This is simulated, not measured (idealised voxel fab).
Process module heading - voxel released beams
In the cross-section labelled cut, the width is 210 nm and each square cell is 5 nm.
In what follows, cross-sections appear as grids of square cells, described through bands that run from the top down, where every band is one or more rows of cells. It is stipulated that each band's entry specify, in nanometres, the height of the top of the band and then that of its bottom, followed by the materials of the band in left-to-right sequence, each together with its width in nanometres. A single material marked by the word "all across" is understood to fill the band from edge to edge; the word "blank" is understood to denote empty space. Zero point of the height axis is 0; under it, received wafer = one material. Lowest band: continues down indefinitely, "z 0 and below". A two-number width, for instance "30->40", indicates that the width is equal to the first number in the top row of the band and to the second number in the bottom row, and that it changes by a constant amount per row of cells. Where a step carries "everything unchanged", the cross-section came out of it unchanged, cell for cell. Entry "Enclosed void list" = empty spaces >= 8 cells with no open way to the top; each as width x height at distance, distance from left edge, all nm. Anything after a step's settings on that line? It's the simulator's own note about the step. If you see "overlay nm" on a step's line and that step has a mask, it's telling you how far right of where it was planned the mask ended up; a negative number means it went left instead.

# Process steps - plan
- 1: RECEIVE, material Si
- 2: CONFORMAL_DEP, material SiN, thk nm 10
- 3: DIRECTIONAL_DEP, material SiO2, thk nm 15
- 4: DIRECTIONAL_DEP, material aC, thk nm 15
- 5: PATTERN, tone open, mask id ANCHOR, material resist, width nm 45, thk nm 30, overlay nm 0
- 6: DIRECTIONAL_ETCH, etch materials aC, depth nm 15
- 7: STRIP, etch materials resist
- 8: DIRECTIONAL_ETCH, etch materials SiO2, depth nm 15
- 9: STRIP, etch materials aC
- 10: CONFORMAL_DEP, material W, thk nm 15
- 11: DIRECTIONAL_DEP, material aC, thk nm 15
- 12: PATTERN, tone cover, mask id BEAM, material resist, width nm 120, thk nm 35, overlay nm -15
- 13: DIRECTIONAL_ETCH, etch materials aC, depth nm 15
- 14: STRIP, etch materials resist
- 15: DIRECTIONAL_ETCH, etch materials W, depth nm 15
- 16: STRIP, etch materials aC
- 17: STRIP, etch materials SiO2
For clarity, it should be stated that the wafers under discussion commence in an identical condition and differ with respect to the overlay nm of step 12, the plan indicating the value that the first wafer had.

# As-received state after step 1, first of several wafers, cross-section
	z 0 and below = Si all across
	Enclosed void list: none

# Quick look at the cross-section of the first of several wafers after step 17, which wraps up the module
	z 40 to 25 = 25 nm blank | 35 nm W | 15 nm blank | 70 nm W | 65 nm blank
	z 25 to 10 = 45 nm blank | 45 nm W | 120 nm blank
	z 10 to 0 = SiN all across
	z 0 and below = Si all across
	Enclosed void list: none

# Last wafer x-sec, end of module
	z 40 to 25 = 55 nm blank | 5 nm W | 15 nm blank | 100 nm W | 35 nm blank
	z 25 to 10 = 45 nm blank | 45 nm W | 120 nm blank
	z 10 to 0 = SiN all across
	z 0 and below = Si all across
	Enclosed void list: none

# Note: the following table is arranged by wafer, a row apiece. Each row reports the end-of-module state: per material, cells gained (+) or cells lost (-) compared with the wafer as received; closed voids follow
overlay nm -15, +84 SiN, +90 W, Enclosed void list: none
overlay nm -10, +84 SiN, +90 W, Enclosed void list: none
overlay nm -5, +84 SiN, +90 W, Enclosed void list: none
overlay nm 0, +84 SiN, +90 W, Enclosed void list: none
overlay nm 5, +84 SiN, +90 W, Enclosed void list: none
overlay nm 10, +84 SiN, +90 W, Enclosed void list: none
overlay nm 15, +84 SiN, +90 W, Enclosed void list: none
